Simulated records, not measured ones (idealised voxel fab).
Process module in this document: voxel self aligned contacts
Displayed cross-section: cut, width of 300 nm, square cells sized 5 nm.
Each cross-section below is a grid of square cells, stated as bands in top-down order, with one or more rows of cells making up each band. It is stipulated that each band's entry specify, in nanometres, the height of the top of the band and then that of its bottom, followed by the materials of the band in left-to-right sequence, each together with its width in nanometres. A single material marked by the word "all across" is understood to fill the band from edge to edge; the word "empty" is understood to denote empty space. Heights are measured from 0, the level below which the as-received wafer is all one material; the lowest band has no bottom and continues downward, written as in "z 0 and below". Per-row width for "30->40": begins at first number (top row of band), ends at second number (bottom row), increment between rows held constant. Basically "no modifications" means that step didn't change any cell in the cross-section. "Closed void listing" specifies each empty space that is not open to the top and that occupies no fewer than 8 cells, using the form width x height at distance, the distance measured from the left edge and all three quantities in nm. Text after the settings on a step's line: the simulator's own remark on that step. Among the settings permitted on a step's line is "overlay nm"; applied to a step with a mask, it specifies the extent to which the mask lay to the right of its planned position, whereas a negative figure signifies a position to the left.
Steps planned for the process
1 RECEIVE,material Si
2 CONFORMAL_DEP,material SiO2,thk nm 5
3 DIRECTIONAL_DEP,material polySi,thk nm 20
4 DIRECTIONAL_DEP,material SiN,thk nm 15
5 PATTERN,tone cover,mask id GATE,material resist,width nm 25,pitch nm 60,thk nm 15,overlay nm 0
6 DIRECTIONAL_ETCH,etch materials SiN,depth nm 15
7 DIRECTIONAL_ETCH,etch materials polySi,depth nm 20
8 STRIP,etch materials resist
9 CONFORMAL_DEP,material SiN,thk nm 5
10 DIRECTIONAL_ETCH,etch materials SiN,depth nm 5
11 FILL_DEP,material SiO2,thk nm 15
12 CMP,height nm 50
13 PATTERN,tone open,mask id CONTACT,material resist,width nm 45,pitch nm 60,thk nm 15,overlay nm 0
14 DIRECTIONAL_ETCH,etch materials SiO2,depth nm 50
15 STRIP,etch materials resist
16 CONFORMAL_DEP,material TiN,thk nm 5
17 FILL_DEP,material W,thk nm 10
18 CMP,height nm 50
19 CONFORMAL_DEP,material SiCN,thk nm 5
The wafers are alike at the start. At step 16, their thk nm differs. The plan lists the first wafer's value.
First wafer as received, after step 1
- z 0 and below | Si all across
- Closed void listing: none
The rows of the table below are wafers. Looking at the end of the module, a row counts, for every material, the cells the wafer has gained, shown as (+), or lost, shown as (-), since it was received; its closed voids come next
thk nm 5, +60 SiCN, +87 SiN, +337 SiO2, +54 TiN, +62 W, +60 polySi, Closed void listing: none
thk nm 10, +60 SiCN, +87 SiN, +337 SiO2, +100 TiN, +16 W, +60 polySi, Closed void listing: none
thk nm 15, +60 SiCN, +87 SiN, +337 SiO2, +116 TiN, +60 polySi, Closed void listing: none
thk nm 20, +60 SiCN, +87 SiN, +337 SiO2, +116 TiN, +60 polySi, Closed void listing: none
